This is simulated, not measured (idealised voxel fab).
The name of this process module is voxel tone inversion.
Square cells of 5 nm make up the cross-section cut, whose width is 190 nm.
Cross-section layout: square cells on a grid; listed as bands, top to bottom; a band spans one or more cell rows.
Band entry format. Leading values: height of top, height of bottom, nm. Remainder: materials in left-to-right order, each with its width in nm. Special words: "all across" on a single material, which then fills the band edge to edge; "air", empty space.
We count height from 0. Below that, the starting wafer is all one material. The lowest band never ends at the bottom but goes on down; see "0 and below" for how that is written.
You'd read "30 to 40" like this: the band's top row of cells is as wide as the first number, its bottom row is as wide as the second, and going down, every row changes width by the same amount as the row before did.
Step marked "no modifications"? Then no cell in the cross-section changed in it.
"Closed cavities" contains a list of empty spaces, each no smaller than 8 cells and without an open way to the top, written in the form width x height at distance with the distance from the left edge and all three in nm.
Text after the settings on a step's line: the simulator's own remark on that step.
"overlay nm" denotes, for a step that has a mask, the displacement of the mask to the right of its planned place, with negative values corresponding to the left.
The following list gives the planned process steps
step 1: RECEIVE | material Si
step 2: CONFORMAL_DEP | material SiN | thk nm 5
step 3: DIRECTIONAL_DEP | material aC | thk nm 20
step 4: PATTERN | tone cover | mask id POSTS | material resist | width nm 25 | pitch nm 50 | thk nm 30 | overlay nm 0
step 5: DIRECTIONAL_ETCH | etch materials aC | depth nm 20
step 6: STRIP | etch materials resist
step 7: FILL_DEP | material lowk | thk nm 10
step 8: CMP | height nm 25
step 9: STRIP | etch materials aC
step 10: CONFORMAL_DEP | material TiN | thk nm 5
step 11: FILL_DEP | material W | thk nm 10
step 12: CMP | height nm 25
step 13: CONFORMAL_DEP | material SiCN | thk nm 5
Wafer at receipt (post step 1), cross-section
* 0 and below  Si all across
* Closed cavities: none
Final cross-section, module run with one mistake (start and plan as above)
* 30 down to 25  SiCN all across
* 25 down to 10  lowk 60 / TiN 5 / W 10 / TiN 5 / lowk 30 / TiN 5 / W 10 / TiN 5 / lowk 60
* 10 down to 5  lowk 60 / TiN 20 / lowk 30 / TiN 20 / lowk 60
* 5 down to 0  SiN all across
* 0 and below  Si all across
* Closed cavities: none
Deviation from plan: step 4 did not happen as planned, as run it was PATTERN | tone cover | mask id POSTS | material resist | width nm 20 | pitch nm 50 | thk nm 30 | overlay nm 0
